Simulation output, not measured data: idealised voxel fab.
The document below concerns the process module designated voxel released beams.
In the cross-section labelled cut, the width is 170 nm and each square cell is 5 nm.
A cross-section in this document is a grid of square cells, and it is written down as bands, the top band listed before the ones below it; a band is made up of one or more rows of cells. The entry gives the band's vertical extent as a top height and a bottom height in nm, then its horizontal make-up as materials from left to right, each with a width in nm. "empty" stands for empty space; a single material marked "full width" fills the band edge to edge. It should be noted that heights are counted from 0, beneath which the wafer as supplied is of one material throughout, and that the lowest band possesses no lower boundary but continues downward, as written in "z 0 and below". Per-row width for "30..40": begins at first number (top row of band), ends at second number (bottom row), increment between rows held constant. The cross-section has no changed cell in any step marked "no change". The label "Cavities, closed" introduces a list of the empty spaces, 8 cells or larger, that have no open way up to the top; each entry in it reads width x height at distance, where the distance is taken from the left edge and all three are stated in nm. That trailing text on a step's line, after the settings, is the simulator's own remark on the step. What "overlay nm" on a step's line means: if the step has a mask, that mask lay this far to the right of its planned place, or, when the value is negative, to the left.
THIS SECTION LISTS THE PROCESS STEPS THAT WERE PLANNED
- 1: RECEIVE with material Si
- 2: CONFORMAL_DEP with material SiN, thk nm 10
- 3: DIRECTIONAL_DEP with material SiO2, thk nm 10
- 4: MASKED_ETCH with tone open, mask id ANCHOR, width nm 45, etch materials SiO2, depth nm 10, overlay nm 0
- 5: CONFORMAL_DEP with material W, thk nm 15
- 6: MASKED_ETCH with tone cover, mask id BEAM, width nm 105, etch materials W, depth nm 15, overlay nm 0
- 7: STRIP with etch materials SiO2
CROSS-SECTION OF THE WAFER AS IT CAME TO US, I.E., ALREADY THROUGH STEP 1
	z 0 and below: Si full width
	Cavities, closed: none
HERE'S THE WAFER CUT IN CROSS-SECTION AFTER THE MODULE, STARTED AND PLANNED JUST LIKE ABOVE, EXCEPT ONE THING WAS DONE WRONG IN THE RUN
	z 30 to 25: empty 30 nm, then W 20 nm, then empty 15 nm, then W 70 nm, then empty 35 nm
	z 25 to 15: empty 30 nm, then W 105 nm, then empty 35 nm
	z 15 to 10: empty 35 nm, then W 45 nm, then empty 90 nm
	z 10 to 0: SiN full width
	z 0 and below: Si full width
	Cavities, closed: none
Here's what went sideways: step 3 changed vs plan, executed as DIRECTIONAL_DEP with material SiO2, thk nm 5
